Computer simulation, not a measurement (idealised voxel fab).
Name of the process module below: voxel ribs on slabs
The cross-section on display is named cut; it measures 150 nm wide, and its cells are 5 nm squares.
A cross-section is written here as square cells arranged in a grid, and it is given in bands from the top down, each band taking up one or more rows of cells.
For a band, the entry starts with two heights in nm, that of the top and then that of the bottom, and carries on with the band's materials in order from left to right, each alongside its width in nm; the word "all across" beside a single material means it fills the band edge to edge, and "air" means empty space.
Height datum 0, below which the as-received substrate wafer is one material. Lowest band open at the bottom, running downward: "0 and below".
Width "30->40": first value at the band's top row of cells, second value at its bottom row, equal change from row to row.
No cell of the cross-section changed in a step that is given as "remained unchanged".
"Tabulated closed voids" specifies each empty space that is not open to the top and that occupies no fewer than 8 cells, using the form width x height at distance, the distance measured from the left edge and all three quantities in nm.
It should be noted that, on the line of a given step, the content following the step's settings is a remark produced by the simulator itself with respect to that step.
overlay nm: how far to the right of its planned place the mask lay on this masked step (negative: to the left).

# Process steps foreseen in the plan
| 1 | RECEIVE (material Si) |
| 2 | DIRECTIONAL_DEP (material SiO2; thk nm 25) |
| 3 | DIRECTIONAL_DEP (material polySi; thk nm 15) |
| 4 | DIRECTIONAL_DEP (material aC; thk nm 10) |
| 5 | PATTERN (tone cover; mask id RIB; material resist; width nm 25; thk nm 25; overlay nm 0) |
| 6 | DIRECTIONAL_ETCH (etch materials aC; depth nm 10) |
| 7 | STRIP (etch materials resist) |
| 8 | DIRECTIONAL_ETCH (etch materials polySi; depth nm 10) |
| 9 | STRIP (etch materials aC) |
| 10 | PATTERN (tone cover; mask id SLAB; material resist; width nm 85; thk nm 20; overlay nm 0) |
| 11 | DIRECTIONAL_ETCH (etch materials polySi; depth nm 5) |
| 12 | STRIP (etch materials resist) |
| 13 | FILL_DEP (material SiO2; thk nm 25) |
| 14 | CMP (height nm 60) |
| 15 | DIRECTIONAL_DEP (material W; thk nm 5) |
| 16 | DIRECTIONAL_DEP (material aC; thk nm 15) |
| 17 | PATTERN (tone cover; mask id HEATER; material resist; width nm 35; thk nm 30; overlay nm 0) |
| 18 | DIRECTIONAL_ETCH (etch materials aC; depth nm 15) |
| 19 | STRIP (etch materials resist) |
| 20 | DIRECTIONAL_ETCH (etch materials W; depth nm 5) |
| 21 | STRIP (etch materials aC) |
| 22 | CONFORMAL_DEP (material SiO2; thk nm 5) |

# As-received wafer cross-section (after step 1)
0 and below  Si all across
Tabulated closed voids: none

# The plan above was carried out on the starting structure above with one mistake, and this cross-section shows the wafer at the end of the module
85 down to 65  SiO2 all across
65 down to 60  W all across
60 down to 40  SiO2 all across
40 down to 30  SiO2 60  polySi 25  SiO2 65
30 down to 25  SiO2 30  polySi 85  SiO2 35
25 down to 0  SiO2 all across
0 and below  Si all across
Tabulated closed voids: none
Run error: step 16 was not run as planned; what actually ran was DIRECTIONAL_DEP (material SiO2; thk nm 15)
